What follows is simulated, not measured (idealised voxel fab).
The document below concerns the process module designated voxel gate over fins.
Cross-section cut spans 160 nm and uses square cells 5 nm in size.
Cross-sections here: square-cell grids, written as top-down lists of bands, a band being one or more rows of cells. Top, bottom (nm), then materials left to right with widths (nm); lone material tagged "all across" fills the whole band edge to edge; "empty" = empty space. Height datum 0, below which the as-received substrate wafer is one material. Lowest band open at the bottom, running downward: "z 0 and below". So if you see something like "30..40" for the width, read it as the top row of the band sitting at the first number and the bottom row at the second, with every row in between moving by the same amount as the last. Given "same as before" for a step, no cell of the cross-section differs between before and after that step. The entry "Enclosed voids" lists the empty spaces that cover at least 8 cells and have no open path to the top. Each is written as width x height at distance, where the distance is measured from the left edge and all three values are in nm. Step line, after settings: the simulator's comment on this step. "overlay nm", when on a step's line for a step with a mask, measures how far to the right of its planned place the mask lay; a negative measure means to the left.

Planned step list for the process
1. op RECEIVE | material Si
2. op CONFORMAL_DEP | material SiN | thk nm 5
3. op PATTERN | tone cover | mask id FINS | material resist | width nm 15 | pitch nm 50 | thk nm 15 | overlay nm 0
4. op DIRECTIONAL_ETCH | etch materials SiN | depth nm 5
5. op DIRECTIONAL_ETCH | etch materials Si | depth nm 40
6. op STRIP | etch materials resist
7. op FILL_DEP | material SiO2 | thk nm 15
8. op CMP | height nm 5
9. op DIRECTIONAL_DEP | material aC | thk nm 15
10. op PATTERN | tone open | mask id RAIL | material resist | width nm 15 | thk nm 30 | overlay nm 0
11. op DIRECTIONAL_ETCH | etch materials aC | depth nm 15
12. op STRIP | etch materials resist
13. op DIRECTIONAL_ETCH | etch materials SiO2 | depth nm 40
14. op STRIP | etch materials aC
15. op CONFORMAL_DEP | material TiN | thk nm 5
16. op FILL_DEP | material Ru | thk nm 5
17. op CMP | height nm 5
18. op SELECTIVE_ETCH | etch materials W Ru TiN | depth nm 25
19. op FILL_DEP | material SiO2 | thk nm 5
20. op CMP | height nm 5
21. op SELECTIVE_ETCH | etch materials SiO2 | depth nm 15
22. op STRIP | etch materials SiN
23. op CONFORMAL_DEP | material HfO2 | thk nm 5
24. op CONFORMAL_DEP | material TiN | thk nm 5
25. op CONFORMAL_DEP | material TiAl | thk nm 5
26. op CONFORMAL_DEP | material TiN | thk nm 5
27. op FILL_DEP | material W | thk nm 15
28. op CMP | height nm 30
29. op CONFORMAL_DEP | material SiCN | thk nm 10

Of two wafers, the first: run according to plan

As-received wafer cross-section (after step 1)
  z 0 and below = Si all across
  Enclosed voids: none

Cross-section through the wafer, step 2 finished
  z 5 to 0 = SiN all across
  At heights below 0, the structure remains unaltered.

Cross-section through the wafer, step 3 finished
  z 20 to 5 = 20 empty, 15 resist, 35 empty, 15 resist, 35 empty, 15 resist, 25 empty
  At heights below 5, the structure remains unaltered.

Cross-section through the wafer, step 4 finished
  z 20 to 5 = 20 empty, 15 resist, 35 empty, 15 resist, 35 empty, 15 resist, 25 empty
  z 5 to 0 = 20 empty, 15 SiN, 35 empty, 15 SiN, 35 empty, 15 SiN, 25 empty
  At heights below 0, the structure remains unaltered.

Cross-section through the wafer, step 5 finished
  z 20 to 5 = 20 empty, 15 resist, 35 empty, 15 resist, 35 empty, 15 resist, 25 empty
  z 5 to 0 = 20 empty, 15 SiN, 35 empty, 15 SiN, 35 empty, 15 SiN, 25 empty
  z 0 to -40 = 20 empty, 15 Si, 35 empty, 15 Si, 35 empty, 15 Si, 25 empty
  At heights below -40, the structure remains unaltered.

Cross-section through the wafer, step 6 finished
  z 5 to 0 = 20 empty, 15 SiN, 35 empty, 15 SiN, 35 empty, 15 SiN, 25 empty
  At heights below 0, the structure remains unaltered.

Cross-section through the wafer, step 7 finished
  z 20 to 5 = SiO2 all across
  z 5 to 0 = 20 SiO2, 15 SiN, 35 SiO2, 15 SiN, 35 SiO2, 15 SiN, 25 SiO2
  z 0 to -40 = 20 SiO2, 15 Si, 35 SiO2, 15 Si, 35 SiO2, 15 Si, 25 SiO2
  At heights below -40, the structure remains unaltered.

Cross-section through the wafer, step 8 finished
  z 5 to 0 = 20 SiO2, 15 SiN, 35 SiO2, 15 SiN, 35 SiO2, 15 SiN, 25 SiO2
  At heights below 0, the structure remains unaltered.

Cross-section through the wafer, step 9 finished
  z 20 to 5 = aC all across
  At heights below 5, the structure remains unaltered.

Cross-section through the wafer, step 10 finished
  z 50 to 20 = 45 resist, 15 empty, 100 resist
  At heights below 20, the structure remains unaltered.

Cross-section through the wafer, step 11 finished
  z 35 to 20 = 45 resist, 15 empty, 100 resist
  z 20 to 5 = 45 aC, 15 empty, 100 aC
  At heights below 5, the structure remains unaltered.

Cross-section through the wafer, step 12 finished
  z 20 to 5 = 45 aC, 15 empty, 100 aC
  At heights below 5, the structure remains unaltered.

Cross-section through the wafer, step 13 finished
  z 20 to 5 = 45 aC, 15 empty, 100 aC
  z 5 to 0 = 20 SiO2, 15 SiN, 10 SiO2, 15 empty, 10 SiO2, 15 SiN, 35 SiO2, 15 SiN, 25 SiO2
  z 0 to -35 = 20 SiO2, 15 Si, 10 SiO2, 15 empty, 10 SiO2, 15 Si, 35 SiO2, 15 Si, 25 SiO2
  At heights below -35, the structure remains unaltered.

Cross-section through the wafer, step 14 finished
  z 5 to 0 = 20 SiO2, 15 SiN, 10 SiO2, 15 empty, 10 SiO2, 15 SiN, 35 SiO2, 15 SiN, 25 SiO2
  At heights below 0, the structure remains unaltered.

Cross-section through the wafer, step 15 finished
  z 10 to 5 = 50 TiN, 5 empty, 105 TiN
  z 5 to 0 = 20 SiO2, 15 SiN, 10 SiO2, 5 TiN, 5 empty, 5 TiN, 10 SiO2, 15 SiN, 35 SiO2, 15 SiN, 25 SiO2
  z 0 to -30 = 20 SiO2, 15 Si, 10 SiO2, 5 TiN, 5 empty, 5 TiN, 10 SiO2, 15 Si, 35 SiO2, 15 Si, 25 SiO2
  z -30 to -35 = 20 SiO2, 15 Si, 10 SiO2, 15 TiN, 10 SiO2, 15 Si, 35 SiO2, 15 Si, 25 SiO2
  At heights below -35, the structure remains unaltered.

Cross-section through the wafer, step 16 finished
  z 15 to 10 = Ru all across
  z 10 to 5 = 50 TiN, 5 Ru, 105 TiN
  z 5 to 0 = 20 SiO2, 15 SiN, 10 SiO2, 5 TiN, 5 Ru, 5 TiN, 10 SiO2, 15 SiN, 35 SiO2, 15 SiN, 25 SiO2
  z 0 to -30 = 20 SiO2, 15 Si, 10 SiO2, 5 TiN, 5 Ru, 5 TiN, 10 SiO2, 15 Si, 35 SiO2, 15 Si, 25 SiO2
  At heights below -30, the structure remains unaltered.

Cross-section through the wafer, step 17 finished
  z 5 to 0 = 20 SiO2, 15 SiN, 10 SiO2, 5 TiN, 5 Ru, 5 TiN, 10 SiO2, 15 SiN, 35 SiO2, 15 SiN, 25 SiO2
  At heights below 0, the structure remains unaltered.

Cross-section through the wafer, step 18 finished
  z 5 to 0 = 20 SiO2, 15 SiN, 10 SiO2, 15 empty, 10 SiO2, 15 SiN, 35 SiO2, 15 SiN, 25 SiO2
  z 0 to -20 = 20 SiO2, 15 Si, 10 SiO2, 15 empty, 10 SiO2, 15 Si, 35 SiO2, 15 Si, 25 SiO2
  At heights below -20, the structure remains unaltered.

Cross-section through the wafer, step 19 finished
  z 10 to 5 = SiO2 all across
  z 5 to 0 = 20 SiO2, 15 SiN, 35 SiO2, 15 SiN, 35 SiO2, 15 SiN, 25 SiO2
  z 0 to -20 = 20 SiO2, 15 Si, 35 SiO2, 15 Si, 35 SiO2, 15 Si, 25 SiO2
  At heights below -20, the structure remains unaltered.

Cross-section through the wafer, step 20 finished
  z 5 to 0 = 20 SiO2, 15 SiN, 35 SiO2, 15 SiN, 35 SiO2, 15 SiN, 25 SiO2
  At heights below 0, the structure remains unaltered.

Cross-section through the wafer, step 21 finished
  z 5 to 0 = 20 empty, 15 SiN, 35 empty, 15 SiN, 35 empty, 15 SiN, 25 empty
  z 0 to -10 = 20 empty, 15 Si, 35 empty, 15 Si, 35 empty, 15 Si, 25 empty
  At heights below -10, the structure remains unaltered.

Cross-section through the wafer, step 22 finished
  z 0 to -10 = 20 empty, 15 Si, 35 empty, 15 Si, 35 empty, 15 Si, 25 empty
  At heights below -10, the structure remains unaltered.

Cross-section through the wafer, step 23 finished
  z 5 to 0 = 15 empty, 25 HfO2, 25 empty, 25 HfO2, 25 empty, 25 HfO2, 20 empty
  z 0 to -5 = 15 empty, 5 HfO2, 15 Si, 5 HfO2, 25 empty, 5 HfO2, 15 Si, 5 HfO2, 25 empty, 5 HfO2, 15 Si, 5 HfO2, 20 empty
  z -5 to -10 = 20 HfO2, 15 Si, 35 HfO2, 15 Si, 35 HfO2, 15 Si, 25 HfO2
  At heights below -10, the structure remains unaltered.

Cross-section through the wafer, step 24 finished
  z 10 to 5 = 10 empty, 35 TiN, 15 empty, 35 TiN, 15 empty, 35 TiN, 15 empty
  z 5 to 0 = 10 empty, 5 TiN, 25 HfO2, 5 TiN, 15 empty, 5 TiN, 25 HfO2, 5 TiN, 15 empty, 5 TiN, 25 HfO2, 5 TiN, 15 empty
  z 0 to -5 = 15 TiN, 5 HfO2, 15 Si, 5 HfO2, 25 TiN, 5 HfO2, 15 Si, 5 HfO2, 25 TiN, 5 HfO2, 15 Si, 5 HfO2, 20 TiN
  At heights below -5, the structure remains unaltered.

Cross-section through the wafer, step 25 finished
  z 15 to 10 = 5 empty, 45 TiAl, 5 empty, 45 TiAl, 5 empty, 45 TiAl, 10 empty
  z 10 to 5 = 5 empty, 5 TiAl, 35 TiN, 5 TiAl, 5 empty, 5 TiAl, 35 TiN, 5 TiAl, 5 empty, 5 TiAl, 35 TiN, 5 TiAl, 10 empty
  z 5 to 0 = 10 TiAl, 5 TiN, 25 HfO2, 5 TiN, 15 TiAl, 5 TiN, 25 HfO2, 5 TiN, 15 TiAl, 5 TiN, 25 HfO2, 5 TiN, 15 TiAl
  At heights below 0, the structure remains unaltered.

Cross-section through the wafer, step 26 finished
  z 20 to 15 = 155 TiN, 5 empty
  z 15 to 10 = 5 TiN, 45 TiAl, 5 TiN, 45 TiAl, 5 TiN, 45 TiAl, 5 TiN, 5 empty
  z 10 to 5 = 5 TiN, 5 TiAl, 35 TiN, 5 TiAl, 5 TiN, 5 TiAl, 35 TiN, 5 TiAl, 5 TiN, 5 TiAl, 35 TiN, 5 TiAl, 10 TiN
  At heights below 5, the structure remains unaltered.

Cross-section through the wafer, step 27 finished
  z 35 to 20 = W all across
  z 20 to 15 = 155 TiN, 5 W
  z 15 to 10 = 5 TiN, 45 TiAl, 5 TiN, 45 TiAl, 5 TiN, 45 TiAl, 5 TiN, 5 W
  At heights below 10, the structure remains unaltered.

Cross-section through the wafer, step 28 finished
  z 30 to 20 = W all across
  At heights below 20, the structure remains unaltered.

Cross-section through the wafer, step 29 finished
  z 40 to 30 = SiCN all across
  At heights below 30, the structure remains unaltered.

Second wafer, same starting conditions and recipe as the first, one mistake in executing it, nothing differs from the first up to and including step 20

Second wafer shown in cross-section at the time step 21 was slated to end
  z 5 to 0 = 20 empty, 15 SiN, 35 empty, 15 SiN, 35 empty, 15 SiN, 25 empty
  z 0 to -20 = 20 empty, 15 Si, 35 empty, 15 Si, 35 empty, 15 Si, 25 empty
  z -20 to -25 = 20 empty, 15 Si, 10 empty, 5 TiN, 5 Ru, 5 TiN, 10 empty, 15 Si, 35 empty, 15 Si, 25 empty
  At heights below -25, the structure remains unaltered.

Second wafer shown in cross-section at the time step 22 was slated to end
  z 0 to -20 = 20 empty, 15 Si, 35 empty, 15 Si, 35 empty, 15 Si, 25 empty
  At heights below -20, the structure remains unaltered.

Second wafer shown in cross-section at the time step 23 was slated to end
  z 5 to 0 = 15 empty, 25 HfO2, 25 empty, 25 HfO2, 25 empty, 25 HfO2, 20 empty
  z 0 to -15 = 15 empty, 5 HfO2, 15 Si, 5 HfO2, 25 empty, 5 HfO2, 15 Si, 5 HfO2, 25 empty, 5 HfO2, 15 Si, 5 HfO2, 20 empty
  z -15 to -20 = 15 empty, 5 HfO2, 15 Si, 35 HfO2, 15 Si, 5 HfO2, 25 empty, 5 HfO2, 15 Si, 5 HfO2, 20 empty
  z -20 to -25 = 20 HfO2, 15 Si, 10 HfO2, 5 TiN, 5 Ru, 5 TiN, 10 HfO2, 15 Si, 35 HfO2, 15 Si, 25 HfO2
  At heights below -25, the structure remains unaltered.

Second wafer shown in cross-section at the time step 24 was slated to end
  z 10 to 5 = 10 empty, 35 TiN, 15 empty, 35 TiN, 15 empty, 35 TiN, 15 empty
  z 5 to 0 = 10 empty, 5 TiN, 25 HfO2, 5 TiN, 15 empty, 5 TiN, 25 HfO2, 5 TiN, 15 empty, 5 TiN, 25 HfO2, 5 TiN, 15 empty
  z 0 to -10 = 10 empty, 5 TiN, 5 HfO2, 15 Si, 5 HfO2, 5 TiN, 15 empty, 5 TiN, 5 HfO2, 15 Si, 5 HfO2, 5 TiN, 15 empty, 5 TiN, 5 HfO2, 15 Si, 5 HfO2, 5 TiN, 15 empty
  z -10 to -15 = 10 empty, 5 TiN, 5 HfO2, 15 Si, 5 HfO2, 25 TiN, 5 HfO2, 15 Si, 5 HfO2, 5 TiN, 15 empty, 5 TiN, 5 HfO2, 15 Si, 5 HfO2, 5 TiN, 15 empty
  z -15 to -20 = 15 TiN, 5 HfO2, 15 Si, 35 HfO2, 15 Si, 5 HfO2, 25 TiN, 5 HfO2, 15 Si, 5 HfO2, 20 TiN
  At heights below -20, the structure remains unaltered.

Second wafer shown in cross-section at the time step 25 was slated to end
  z 15 to 10 = 5 empty, 45 TiAl, 5 empty, 45 TiAl, 5 empty, 45 TiAl, 10 empty
  z 10 to 5 = 5 empty, 5 TiAl, 35 TiN, 5 TiAl, 5 empty, 5 TiAl, 35 TiN, 5 TiAl, 5 empty, 5 TiAl, 35 TiN, 5 TiAl, 10 empty
  z 5 to 0 = 5 empty, 5 TiAl, 5 TiN, 25 HfO2, 5 TiN, 5 TiAl, 5 empty, 5 TiAl, 5 TiN, 25 HfO2, 5 TiN, 5 TiAl, 5 empty, 5 TiAl, 5 TiN, 25 HfO2, 5 TiN, 5 TiAl, 10 empty
  z 0 to -5 = 5 empty, 5 TiAl, 5 TiN, 5 HfO2, 15 Si, 5 HfO2, 5 TiN, 5 TiAl, 5 empty, 5 TiAl, 5 TiN, 5 HfO2, 15 Si, 5 HfO2, 5 TiN, 5 TiAl, 5 empty, 5 TiAl, 5 TiN, 5 HfO2, 15 Si, 5 HfO2, 5 TiN, 5 TiAl, 10 empty
  z -5 to -10 = 5 empty, 5 TiAl, 5 TiN, 5 HfO2, 15 Si, 5 HfO2, 5 TiN, 15 TiAl, 5 TiN, 5 HfO2, 15 Si, 5 HfO2, 5 TiN, 5 TiAl, 5 empty, 5 TiAl, 5 TiN, 5 HfO2, 15 Si, 5 HfO2, 5 TiN, 5 TiAl, 10 empty
  z -10 to -15 = 10 TiAl, 5 TiN, 5 HfO2, 15 Si, 5 HfO2, 25 TiN, 5 HfO2, 15 Si, 5 HfO2, 5 TiN, 15 TiAl, 5 TiN, 5 HfO2, 15 Si, 5 HfO2, 5 TiN, 15 TiAl
  At heights below -15, the structure remains unaltered.

Second wafer shown in cross-section at the time step 26 was slated to end
  z 20 to 15 = 155 TiN, 5 empty
  z 15 to 10 = 5 TiN, 45 TiAl, 5 TiN, 45 TiAl, 5 TiN, 45 TiAl, 5 TiN, 5 empty
  z 10 to 5 = 5 TiN, 5 TiAl, 35 TiN, 5 TiAl, 5 TiN, 5 TiAl, 35 TiN, 5 TiAl, 5 TiN, 5 TiAl, 35 TiN, 5 TiAl, 5 TiN, 5 empty
  z 5 to 0 = 5 TiN, 5 TiAl, 5 TiN, 25 HfO2, 5 TiN, 5 TiAl, 5 TiN, 5 TiAl, 5 TiN, 25 HfO2, 5 TiN, 5 TiAl, 5 TiN, 5 TiAl, 5 TiN, 25 HfO2, 5 TiN, 5 TiAl, 5 TiN, 5 empty
  z 0 to -5 = 5 TiN, 5 TiAl, 5 TiN, 5 HfO2, 15 Si, 5 HfO2, 5 TiN, 5 TiAl, 5 TiN, 5 TiAl, 5 TiN, 5 HfO2, 15 Si, 5 HfO2, 5 TiN, 5 TiAl, 5 TiN, 5 TiAl, 5 TiN, 5 HfO2, 15 Si, 5 HfO2, 5 TiN, 5 TiAl, 5 TiN, 5 empty
  z -5 to -10 = 5 TiN, 5 TiAl, 5 TiN, 5 HfO2, 15 Si, 5 HfO2, 5 TiN, 15 TiAl, 5 TiN, 5 HfO2, 15 Si, 5 HfO2, 5 TiN, 5 TiAl, 5 TiN, 5 TiAl, 5 TiN, 5 HfO2, 15 Si, 5 HfO2, 5 TiN, 5 TiAl, 10 TiN
  At heights below -10, the structure remains unaltered.

Second wafer shown in cross-section at the time step 27 was slated to end
  z 35 to 20 = W all across
  z 20 to 15 = 155 TiN, 5 W
  z 15 to 10 = 5 TiN, 45 TiAl, 5 TiN, 45 TiAl, 5 TiN, 45 TiAl, 5 TiN, 5 W
  z 10 to 5 = 5 TiN, 5 TiAl, 35 TiN, 5 TiAl, 5 TiN, 5 TiAl, 35 TiN, 5 TiAl, 5 TiN, 5 TiAl, 35 TiN, 5 TiAl, 5 TiN, 5 W
  z 5 to 0 = 5 TiN, 5 TiAl, 5 TiN, 25 HfO2, 5 TiN, 5 TiAl, 5 TiN, 5 TiAl, 5 TiN, 25 HfO2, 5 TiN, 5 TiAl, 5 TiN, 5 TiAl, 5 TiN, 25 HfO2, 5 TiN, 5 TiAl, 5 TiN, 5 W
  z 0 to -5 = 5 TiN, 5 TiAl, 5 TiN, 5 HfO2, 15 Si, 5 HfO2, 5 TiN, 5 TiAl, 5 TiN, 5 TiAl, 5 TiN, 5 HfO2, 15 Si, 5 HfO2, 5 TiN, 5 TiAl, 5 TiN, 5 TiAl, 5 TiN, 5 HfO2, 15 Si, 5 HfO2, 5 TiN, 5 TiAl, 5 TiN, 5 W
  At heights below -5, the structure remains unaltered.

Second wafer shown in cross-section at the time step 28 was slated to end
  z 30 to 20 = W all across
  At heights below 20, the structure remains unaltered.

Second wafer shown in cross-section at the time step 29 was slated to end
  z 40 to 30 = SiCN all across
  At heights below 30, the structure remains unaltered.
Here's what went sideways: it should be noted that step 21 of the plan was executed twice
End of process, cell counts, second wafer against first, materials with more or fewer: 20 more of HfO2 | 66 fewer of SiO2 | 16 more of TiAl | 27 more of TiN | 3 more of W
